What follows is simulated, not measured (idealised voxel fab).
Herein follows the process module entitled voxel air gaps.
The cross-section on display is named cut; it measures 165 nm wide, and its cells are 5 nm squares.
Cross-section = grid of square cells, listed top down in bands; band = one or more rows. Heights first: top, then bottom, in nm. Then materials, left to right, each with a width in nm. "everywhere" on a single material: fills the band edge to edge. "empty": empty space. Basically, 0 is our baseline, since under it the wafer straight out of the box is all one material. The bottom band has no lower end and keeps on going down, so it looks like "0 nm and below". Graded width ("30->40"): value in top row of band = first number; value in bottom row = second number; row-to-row change constant. "no modifications", as given for a step, is the statement that not any cell of the cross-section underwent a change during that step. "Sealed internal voids" - sealed voids, min. 8 cells, no opening to top; format: width x height at distance (distance from left edge; nm throughout). Post-settings text on a step line: simulator's own remark regarding the step. overlay nm: how far to the right of its planned place the mask lay on this masked step (negative: to the left).

The steps planned for the process are as follows:
- 1: RECEIVE: material Si
- 2: CONFORMAL_DEP: material SiO2, thk nm 10
- 3: CONFORMAL_DEP: material SiN, thk nm 5
- 4: DIRECTIONAL_DEP: material lowk, thk nm 35
- 5: PATTERN: tone open, mask id LINES, material resist, width nm 15, pitch nm 45, thk nm 20, overlay nm 0
- 6: DIRECTIONAL_ETCH: etch materials lowk, depth nm 35
- 7: STRIP: etch materials resist
- 8: CONFORMAL_DEP: material TiN, thk nm 5
- 9: FILL_DEP: material Ru, thk nm 5
- 10: CMP: height nm 50
- 11: EPI: material Ru, thk nm 10
- 12: SELECTIVE_ETCH: etch materials lowk, depth nm 45
- 13: CONFORMAL_DEP: material SiCN, thk nm 5
For clarity, it should be stated that the wafers under discussion commence in an identical condition and differ with respect to the width nm of step 5, the plan indicating the value that the first wafer had.

Cross-section of the first of several wafers as received (after step 1):
    0 nm and below = Si everywhere
    Sealed internal voids: none

Depicted here is the first of several wafers in cross-section, at module completion following the last step, step 13:
    65 nm to 60 nm = 15 of empty / 135 of SiCN / 15 of empty
    60 nm to 50 nm = 15 of empty / 5 of SiCN / 35 of Ru / 10 of SiCN / 35 of Ru / 10 of SiCN / 35 of Ru / 5 of SiCN / 15 of empty
    50 nm to 45 nm = 15 of empty / 15 of SiCN / 5 of TiN / 5 of Ru / 5 of TiN / 30 of SiCN / 5 of TiN / 5 of Ru / 5 of TiN / 30 of SiCN / 5 of TiN / 5 of Ru / 5 of TiN / 15 of SiCN / 15 of empty
    45 nm to 20 nm = 25 of empty / 5 of SiCN / 5 of TiN / 5 of Ru / 5 of TiN / 5 of SiCN / 20 of empty / 5 of SiCN / 5 of TiN / 5 of Ru / 5 of TiN / 5 of SiCN / 20 of empty / 5 of SiCN / 5 of TiN / 5 of Ru / 5 of TiN / 5 of SiCN / 25 of empty
    20 nm to 15 nm = 30 of SiCN / 15 of TiN / 30 of SiCN / 15 of TiN / 30 of SiCN / 15 of TiN / 30 of SiCN
    15 nm to 10 nm = SiN everywhere
    10 nm to 0 nm = SiO2 everywhere
    0 nm and below = Si everywhere
    Sealed internal voids: 20 x 25 at 50; 20 x 25 at 95

A cross-section through the last wafer at the close of the module:
    65 nm to 60 nm = 10 of empty / 150 of SiCN / 5 of empty
    60 nm to 50 nm = 10 of empty / 5 of SiCN / 140 of Ru / 5 of SiCN / 5 of empty
    50 nm to 45 nm = 10 of empty / 15 of SiCN / 5 of TiN / 20 of Ru / 5 of TiN / 15 of lowk / 5 of TiN / 20 of Ru / 5 of TiN / 15 of lowk / 5 of TiN / 20 of Ru / 5 of TiN / 15 of SiCN / 5 of empty
    45 nm to 20 nm = 20 of empty / 5 of SiCN / 5 of TiN / 20 of Ru / 5 of TiN / 15 of lowk / 5 of TiN / 20 of Ru / 5 of TiN / 15 of lowk / 5 of TiN / 20 of Ru / 5 of TiN / 5 of SiCN / 15 of empty
    20 nm to 15 nm = 25 of SiCN / 30 of TiN / 15 of lowk / 30 of TiN / 15 of lowk / 30 of TiN / 20 of SiCN
    15 nm to 10 nm = SiN everywhere
    10 nm to 0 nm = SiO2 everywhere
    0 nm and below = Si everywhere
    Sealed internal voids: none

What follows is a table in which each wafer occupies a row; for the wafer as it stands at the close of the module, the row states, material by material, how many cells have been gained (+) or lost (-) since receipt, and then gives its closed voids:
width nm 15 | +60 Ru | +111 SiCN | +33 SiN | +66 SiO2 | +45 TiN | Sealed internal voids: 20 x 25 at 50; 20 x 25 at 95
width nm 20 | +84 Ru | +103 SiCN | +33 SiN | +66 SiO2 | +48 TiN | Sealed internal voids: 15 x 25 at 55; 15 x 25 at 100
width nm 25 | +108 Ru | +59 SiCN | +33 SiN | +66 SiO2 | +51 TiN | +56 lowk | Sealed internal voids: none
width nm 30 | +128 Ru | +59 SiCN | +33 SiN | +66 SiO2 | +54 TiN | +42 lowk | Sealed internal voids: none
